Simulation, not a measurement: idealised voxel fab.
Process module, titled voxel gate over fins
Each square cell in cross-section cut measures 5 nm, and the section as a whole is 235 nm wide.
Throughout this document, each cross-section is represented as a grid of square cells and is presented as a sequence of bands enumerated from the top downward, where a band comprises one or more rows of cells.
Within each band entry, the heights of the top and of the bottom of the band appear first, in that order and in nm; the materials of the band then follow from left to right, each with its corresponding width in nm. The designation "all across" on a single material indicates that it fills the band from edge to edge; the designation "blank" indicates empty space.
Beneath 0, the wafer as received is one material, and that level is where height counting begins. The lowest band goes on downward without a bottom; it is written like "0 -> down".
When a width is written as two numbers, as in "30->40", the first number is the width in the top row of cells of the band and the second is the width in its bottom row, and the width changes by the same amount from each row to the next.
Basically "nothing was modified" means that step didn't change any cell in the cross-section.
The list in "Sealed cavities" covers empty spaces of 8 cells or more that cannot reach the top through any open way, and it gives each as width x height at distance; the distance is from the left edge, and width, height and distance are in nm.
On each step's line, the part that comes after the settings is the simulator's own comment on the step.
Each step line may optionally specify "overlay nm", which for a step with a mask gives the rightward distance between the mask's planned place and where it lay, a negative value indicating the leftward direction.
Steps planned for the process:
1,RECEIVE (material Si)
2,CONFORMAL_DEP (material SiN; thk nm 10)
3,DIRECTIONAL_DEP (material aC; thk nm 15)
4,PATTERN (tone cover; mask id FINS; material resist; width nm 15; pitch nm 45; thk nm 35; overlay nm 0)
5,DIRECTIONAL_ETCH (etch materials aC; depth nm 15)
6,STRIP (etch materials resist)
7,DIRECTIONAL_ETCH (etch materials SiN; depth nm 10)
8,DIRECTIONAL_ETCH (etch materials Si; depth nm 40)
9,STRIP (etch materials aC)
10,OXIDIZE (depth nm 5)
11,FILL_DEP (material SiO2; thk nm 5)
12,CMP (height nm 10)
13,SELECTIVE_ETCH (etch materials SiO2; depth nm 20)
14,STRIP (etch materials SiN)
15,CONFORMAL_DEP (material HfO2; thk nm 5)
16,CONFORMAL_DEP (material TiN; thk nm 5)
17,FILL_DEP (material W; thk nm 10)
18,CMP (height nm 15)
19,CONFORMAL_DEP (material SiN; thk nm 10)
As received (post step 1): cross-section:
0 -> down: Si all across
Sealed cavities: none
Run as planned - first of the two wafers cross-sectioned at the end of the module:
25 -> 15: SiN all across
15 -> 10: W all across
10 -> 5: W: 80, TiN: 25, W: 20, TiN: 25, W: 85
5 -> 0: W: 80, TiN: 5, HfO2: 15, TiN: 5, W: 20, TiN: 5, HfO2: 15, TiN: 5, W: 85
0 -> -5: TiN: 85, HfO2: 5, Si: 5, HfO2: 5, TiN: 30, HfO2: 5, Si: 5, HfO2: 5, TiN: 90
-5 -> -10: HfO2: 90, Si: 5, HfO2: 40, Si: 5, HfO2: 95
-10 -> -45: SiO2: 90, Si: 5, SiO2: 40, Si: 5, SiO2: 95
-45 -> down: Si all across
Sealed cavities: none
Cross-section at end of module for the second wafer of two, which matched the first in starting point and plan and differed by one mistake in its processing:
20 -> 10: SiN all across
10 -> 5: W: 80, TiN: 25, W: 20, TiN: 25, W: 85
5 -> 0: W: 80, TiN: 5, HfO2: 15, TiN: 5, W: 20, TiN: 5, HfO2: 15, TiN: 5, W: 85
0 -> -5: TiN: 85, HfO2: 5, Si: 5, HfO2: 5, TiN: 30, HfO2: 5, Si: 5, HfO2: 5, TiN: 90
-5 -> -10: HfO2: 90, Si: 5, HfO2: 40, Si: 5, HfO2: 95
-10 -> -45: SiO2: 90, Si: 5, SiO2: 40, Si: 5, SiO2: 95
-45 -> down: Si all across
Sealed cavities: none
What was done differently from what was planned? step 18 did not happen as planned, as run it was CMP (height nm 10)
Final tally in cells, some materials are higher or lower on the second wafer than on the first: -47 W
